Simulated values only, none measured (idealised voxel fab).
process module | voxel capacitor over wiring
cross-section cut | 155 nm wide | cells 5 nm
A cross-section is a grid of square cells, given in bands from the top down. A band is one or more rows of cells.
Each band's line starts with the height of the band's top and of its bottom, in nm. Then come its materials from left to right, each with its width in nm. One material with "throughout" fills the band from edge to edge. "air" is empty space.
Height 0 is the level under which the wafer as received is all one material. The lowest band goes on downwards, as in "0 down".
A width such as "30 to 40" changes by the same amount from each row of cells to the next, from the band's top row to its bottom row.
"no change" after a step means that no cell of the cross-section changed.
closed voids: empty space of 8 cells or more with no open way to the top, each as width x height at its distance from the left edge, in nm
after a step's settings: what the simulator itself notes on the step
overlay nm, on a step with a mask: how far to the right of its planned place the mask lay; to the left if negative
plan
1 op RECEIVE | material Si
2 op CONFORMAL_DEP | material SiO2 | thk nm 15
3 op CONFORMAL_DEP | material SiN | thk nm 5
4 op DIRECTIONAL_DEP | material SiO2 | thk nm 25
5 op PATTERN | tone open | mask id METAL_1 | material resist | width nm 25 | pitch nm 80 | thk nm 15 | overlay nm 0
6 op DIRECTIONAL_ETCH | etch materials SiO2 | depth nm 25
7 op DIRECTIONAL_ETCH | etch materials SiN | depth nm 5
8 op STRIP | etch materials resist
9 op CONFORMAL_DEP | material TiN | thk nm 5
10 op FILL_DEP | material Cu | thk nm 10
11 op CMP | height nm 45
12 op CONFORMAL_DEP | material SiCN | thk nm 5
13 op DIRECTIONAL_DEP | material lowk | thk nm 20
14 op DIRECTIONAL_DEP | material aC | thk nm 10
15 op PATTERN | tone open | mask id PLUG_1 | material resist | width nm 15 | thk nm 30 | overlay nm 0
16 op DIRECTIONAL_ETCH | etch materials aC | depth nm 10
17 op STRIP | etch materials resist
18 op DIRECTIONAL_ETCH | etch materials lowk | depth nm 20
19 op DIRECTIONAL_ETCH | etch materials SiCN | depth nm 5
20 op STRIP | etch materials aC
21 op EPI | material Ru | thk nm 10
22 op EPI | material Ru | thk nm 10
23 op EPI | material Ru | thk nm 5
24 op DIRECTIONAL_DEP | material TiN | thk nm 5
25 op DIRECTIONAL_DEP | material SiN | thk nm 5
26 op DIRECTIONAL_DEP | material TiN | thk nm 10
27 op MASKED_ETCH | tone cover | mask id UPPER_PLATE | width nm 60 | etch materials TiN | depth nm 10 | overlay nm 0
28 op MASKED_ETCH | tone cover | mask id UPPER_PLATE | width nm 60 | etch materials SiN | depth nm 5 | overlay nm 0
29 op MASKED_ETCH | tone cover | mask id LOWER_PLATE | width nm 70 | etch materials TiN | depth nm 5 | overlay nm 0
30 op FILL_DEP | material SiO2 | thk nm 20
31 op CMP | height nm 105
32 op MASKED_ETCH | tone open | mask id PLUG_2 | width nm 15 | etch materials SiO2 | depth nm 15 | overlay nm 0
33 op CONFORMAL_DEP | material TiN | thk nm 5
34 op FILL_DEP | material W | thk nm 5
35 op CMP | height nm 105
36 op CONFORMAL_DEP | material SiN | thk nm 5
varied across the wafers: thk nm of step 12. The plan shows the first wafer's value. All wafers start alike
first wafer as received, after step 1
  0 down: Si throughout
  closed voids: none
first wafer at the end, after step 36
  110 to 105: SiN throughout
  105 to 95: SiO2 45 | TiN 5 | W 5 | TiN 5 | SiO2 95
  95 to 90: SiO2 45 | TiN 15 | SiO2 95
  90 to 80: SiO2 35 | TiN 60 | SiO2 60
  80 to 75: SiO2 35 | SiN 60 | SiO2 60
  75 to 70: SiO2 30 | TiN 70 | SiO2 55
  70 to 50: lowk 35 | Ru 15 | lowk 105
  50 to 45: SiCN 35 | Ru 15 | SiCN 105
  45 to 20: SiO2 25 | TiN 5 | Cu 15 | TiN 5 | SiO2 55 | TiN 5 | Cu 15 | TiN 5 | SiO2 25
  20 to 15: SiN 25 | TiN 25 | SiN 55 | TiN 25 | SiN 25
  15 to 0: SiO2 throughout
  0 down: Si throughout
  closed voids: none
last wafer at the end
  110 to 105: SiN throughout
  105 to 95: SiO2 45 | TiN 50 | SiO2 60
  95 to 90: SiO2 45 | TiN 5 | SiN 45 | SiO2 60
  90 to 85: SiO2 30 | TiN 5 | SiO2 15 | TiN 50 | SiO2 55
  85 to 80: lowk 35 | SiO2 15 | lowk 105
  80 to 70: lowk 35 | TiN 15 | lowk 105
  70 to 65: lowk 35 | SiN 15 | lowk 105
  65 to 60: SiCN 35 | TiN 15 | SiCN 105
  60 to 45: SiCN throughout
  45 to 20: SiO2 25 | TiN 5 | Cu 15 | TiN 5 | SiO2 55 | TiN 5 | Cu 15 | TiN 5 | SiO2 25
  20 to 15: SiN 25 | TiN 25 | SiN 55 | TiN 25 | SiN 25
  15 to 0: SiO2 throughout
  0 down: Si throughout
  closed voids: none
each wafer at the end: cells of each material gained (+) or lost (-) since it was received, then its closed voids
thk nm 5 | +30 Cu | +15 Ru | +28 SiCN | +64 SiN | +356 SiO2 | +75 TiN | +2 W | +112 lowk | closed voids: none
thk nm 10 | +30 Cu | +59 SiCN | +64 SiN | +342 SiO2 | +74 TiN | +1 W | +112 lowk | closed voids: none
thk nm 15 | +30 Cu | +90 SiCN | +64 SiN | +313 SiO2 | +73 TiN | +112 lowk | closed voids: none
thk nm 20 | +30 Cu | +121 SiCN | +64 SiN | +284 SiO2 | +71 TiN | +112 lowk | closed voids: none
